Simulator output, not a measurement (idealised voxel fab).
Process module, titled voxel double patterning
We display cut, a cross-section 160 nm in width whose square cells are each 5 nm.
Square cells in a grid make up a cross-section in this document, and the grid is given as bands, listed from the top down, each one or more rows of cells. Look at the band entry: it leads with the top's height and the bottom's height in nm. Then it lists the materials left to right, with a width in nm for each. The word "full width" on a single material says that material fills the band edge to edge. The word "empty" is empty space. The level at which height equals 0 is the one under which the wafer, as it arrives, is entirely one material. No lower edge exists for the bottom band, which continues downward and is notated as in "0 down". The notation "30..40" denotes a width that varies across the rows of cells in the band, beginning at the first number in the top row, finishing at the second number in the bottom row, and changing by an identical amount from each row to the next. "changes: none" -> step changed no cross-section cell. Look at "closed voids" for the closed voids: empty spaces with no open path to the top, sized 8 cells or up. Each is width x height at distance, distance from the left edge, all nm. If you see something after the settings on a step's line, that's the simulator's own remark about that step. overlay nm: for a step with a mask, the amount by which the mask lay right of where it was planned; a negative amount means left of it.
PLAN
1) RECEIVE [material Si]
2) CONFORMAL_DEP [material SiO2] [thk nm 10]
3) DIRECTIONAL_DEP [material W] [thk nm 20]
4) DIRECTIONAL_DEP [material SiCN] [thk nm 5]
5) MASKED_ETCH [tone open] [mask id FIRST] [width nm 15] [pitch nm 50] [etch materials SiCN] [depth nm 5] [overlay nm 0]
6) MASKED_ETCH [tone open] [mask id SECOND] [width nm 15] [pitch nm 50] [etch materials SiCN] [depth nm 5] [overlay nm 0]
7) DIRECTIONAL_ETCH [etch materials W] [depth nm 20]
8) STRIP [etch materials SiCN]
CROSS-SECTION OF THE WAFER AS IT CAME TO US, I.E., ALREADY THROUGH STEP 1
0 down = Si full width
closed voids: none
POST-MODULE CROSS-SECTION OF THE FIRST OF TWO WAFERS (RUN PER PLAN)
30 to 10 = 20 nm W, then 15 nm empty, then 10 nm W, then 15 nm empty, then 10 nm W, then 15 nm empty, then 10 nm W, then 15 nm empty, then 10 nm W, then 15 nm empty, then 25 nm W
10 to 0 = SiO2 full width
0 down = Si full width
closed voids: none
SECOND WAFER AT THE END: LIKE START, LIKE PLAN, ONE MISTAKE
30 to 20 = SiO2 full width
20 to 0 = W full width
0 down = Si full width
closed voids: none
Which mistake was made when the wafer was run? step 3 occupied the plan position of step 2, and the converse holds as well
FYI, end of process, the second wafer has more or fewer cells of some materials than the first: +60 W
